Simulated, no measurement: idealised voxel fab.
You're looking at the process module voxel ribs on slabs.
The figure presents cross-section cut, which has a width of 265 nm and is divided into square cells with an edge length of 5 nm.
Notation: cross-section as square-cell grid; stated in bands, top first, going down; one or more cell rows per band. The entry gives the band's vertical extent as a top height and a bottom height in nm, then its horizontal make-up as materials from left to right, each with a width in nm. "air" stands for empty space; a single material marked "all across" fills the band edge to edge. Zero point of the height axis is 0; under it, received wafer = one material. Lowest band: continues down indefinitely, "0..down". Graded width ("30..40"): value in top row of band = first number; value in bottom row = second number; row-to-row change constant. No cell of the cross-section changed in a step that is given as "nothing got changed". "Sealed voids" means: voids of 8 cells or more that are shut off from the top with no open way through. Written width x height at distance, distance from the left edge, in nm. If you see something after the settings on a step's line, that's the simulator's own remark about that step. Each step line may optionally specify "overlay nm", which for a step with a mask gives the rightward distance between the mask's planned place and where it lay, a negative value indicating the leftward direction.

### List of planned process steps
step 1: RECEIVE (material Si)
step 2: DIRECTIONAL_DEP (material SiO2; thk nm 25)
step 3: DIRECTIONAL_DEP (material polySi; thk nm 15)
step 4: PATTERN (tone cover; mask id RIB; material resist; width nm 30; thk nm 20; overlay nm 0)
step 5: DIRECTIONAL_ETCH (etch materials polySi; depth nm 5)
step 6: STRIP (etch materials resist)
step 7: PATTERN (tone cover; mask id SLAB; material resist; width nm 70; thk nm 15; overlay nm -15)
step 8: DIRECTIONAL_ETCH (etch materials polySi; depth nm 10)
step 9: STRIP (etch materials resist)
step 10: FILL_DEP (material SiO2; thk nm 15)
step 11: CMP (height nm 50)
step 12: DIRECTIONAL_DEP (material TiN; thk nm 5)
step 13: DIRECTIONAL_DEP (material aC; thk nm 15)
step 14: PATTERN (tone cover; mask id HEATER; material resist; width nm 40; thk nm 35; overlay nm 0)
step 15: DIRECTIONAL_ETCH (etch materials aC; depth nm 15)
step 16: STRIP (etch materials resist)
step 17: DIRECTIONAL_ETCH (etch materials TiN; depth nm 5)
step 18: STRIP (etch materials aC)
step 19: CONFORMAL_DEP (material SiO2; thk nm 10)
Across this set of wafers, the varied parameter is the overlay nm of step 7. Starting conditions are identical for every wafer, and the plan reports the value assigned to the first wafer.

### First of several wafers (as received, post step 1), cross-sectional view
0..down: Si all across
Sealed voids: none

### So in this table every wafer gets its own row, and what you see is where it stands at the end of the module: for each material, how many cells it picked up (+) or gave up (-) since we received it, and after that its closed voids
overlay nm -15, +606 SiO2, +8 TiN, +34 polySi, Sealed voids: none
overlay nm -10, +606 SiO2, +8 TiN, +34 polySi, Sealed voids: none
overlay nm -5, +606 SiO2, +8 TiN, +34 polySi, Sealed voids: none
overlay nm 0, +606 SiO2, +8 TiN, +34 polySi, Sealed voids: none
overlay nm 5, +606 SiO2, +8 TiN, +34 polySi, Sealed voids: none
overlay nm 10, +606 SiO2, +8 TiN, +34 polySi, Sealed voids: none
overlay nm 15, +606 SiO2, +8 TiN, +34 polySi, Sealed voids: none
